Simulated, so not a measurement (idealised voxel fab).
This section sets out a process module, namely voxel released beams.
Shown is cross-section cut, with a width of 240 nm and square cells of size 5 nm.
Cross-section, as written here: a square-cell grid given band by band from the top down, where a band holds one or more rows of cells. It is stipulated that each band's entry specify, in nanometres, the height of the top of the band and then that of its bottom, followed by the materials of the band in left-to-right sequence, each together with its width in nanometres. A single material marked by the word "full width" is understood to fill the band from edge to edge; the word "empty" is understood to denote empty space. Beneath 0, the wafer as received is one material, and that level is where height counting begins. The lowest band goes on downward without a bottom; it is written like "from 0 down". So if you see something like "30->40" for the width, read it as the top row of the band sitting at the first number and the bottom row at the second, with every row in between moving by the same amount as the last. For the purposes of this document, the phrase "no alterations made" attached to a step denotes that no cell within the cross-section was modified by that step. Reported under the label "Voids, fully enclosed" are the empty spaces having no open way to the top and comprising 8 cells or more; the notation for each is width x height at distance, in which the distance is measured from the left edge and all three values are in nm. It should be noted that, on the line of a given step, the content following the step's settings is a remark produced by the simulator itself with respect to that step. The line of a step may include "overlay nm". On a step with a mask, this value is how far to the right of its planned place the mask lay. A negative value means the mask lay to the left.

Steps planned for the process:
1 RECEIVE (material Si)
2 CONFORMAL_DEP (material Al2O3; thk nm 5)
3 DIRECTIONAL_DEP (material SiO2; thk nm 20)
4 MASKED_ETCH (tone open; mask id ANCHOR; width nm 25; etch materials SiO2; depth nm 20; overlay nm 0)
5 CONFORMAL_DEP (material polySi; thk nm 10)
6 MASKED_ETCH (tone cover; mask id BEAM; width nm 110; etch materials polySi; depth nm 10; overlay nm 0)
7 STRIP (etch materials SiO2)

What follows covers the first of two wafers; it ran as planned:

Here's what the wafer looked like in cross-section when it arrived - that's after step 1:
  from 0 down: Si full width
  Voids, fully enclosed: none

State of the wafer after step 2, shown in cross-section:
  from 5 to 0: Al2O3 full width
  For the remainder of the cross-section, below 0, there is no change.

State of the wafer after step 3, shown in cross-section:
  from 25 to 5: SiO2 full width
  For the remainder of the cross-section, below 5, there is no change.

State of the wafer after step 4, shown in cross-section:
  from 25 to 5: 65 SiO2, 25 empty, 150 SiO2
  For the remainder of the cross-section, below 5, there is no change.

State of the wafer after step 5, shown in cross-section:
  from 35 to 25: 75 polySi, 5 empty, 160 polySi
  from 25 to 15: 65 SiO2, 10 polySi, 5 empty, 10 polySi, 150 SiO2
  from 15 to 5: 65 SiO2, 25 polySi, 150 SiO2
  For the remainder of the cross-section, below 5, there is no change.

State of the wafer after step 6, shown in cross-section:
  from 35 to 25: 60 empty, 15 polySi, 5 empty, 90 polySi, 70 empty
  For the remainder of the cross-section, below 25, there is no change.

State of the wafer after step 7, shown in cross-section:
  from 35 to 25: 60 empty, 15 polySi, 5 empty, 90 polySi, 70 empty
  from 25 to 15: 65 empty, 10 polySi, 5 empty, 10 polySi, 150 empty
  from 15 to 5: 65 empty, 25 polySi, 150 empty
  For the remainder of the cross-section, below 5, there is no change.

Second wafer - shared start and plan with the first - one error in running - same as the first up to step 1 inclusive:

Second wafer: cross-section at the scheduled end of step 2:
  from 20 to 0: SiO2 full width
  For the remainder of the cross-section, below 0, there is no change.

Second wafer: cross-section at the scheduled end of step 3:
  from 25 to 20: Al2O3 full width
  For the remainder of the cross-section, below 20, there is no change.

Second wafer: cross-section at the scheduled end of step 4: no alterations made

Second wafer: cross-section at the scheduled end of step 5:
  from 35 to 25: polySi full width
  For the remainder of the cross-section, below 25, there is no change.

Second wafer: cross-section at the scheduled end of step 6:
  from 35 to 25: 60 empty, 110 polySi, 70 empty
  For the remainder of the cross-section, below 25, there is no change.

Second wafer: cross-section at the scheduled end of step 7: no alterations made
In executing the process, a mistake was made relative to the plan: it was found that steps 2 and 3 of the process plan had been performed in exchanged positions
Final tally in cells, some materials are higher or lower on the second wafer than on the first: SiO2 +192 | polySi -16
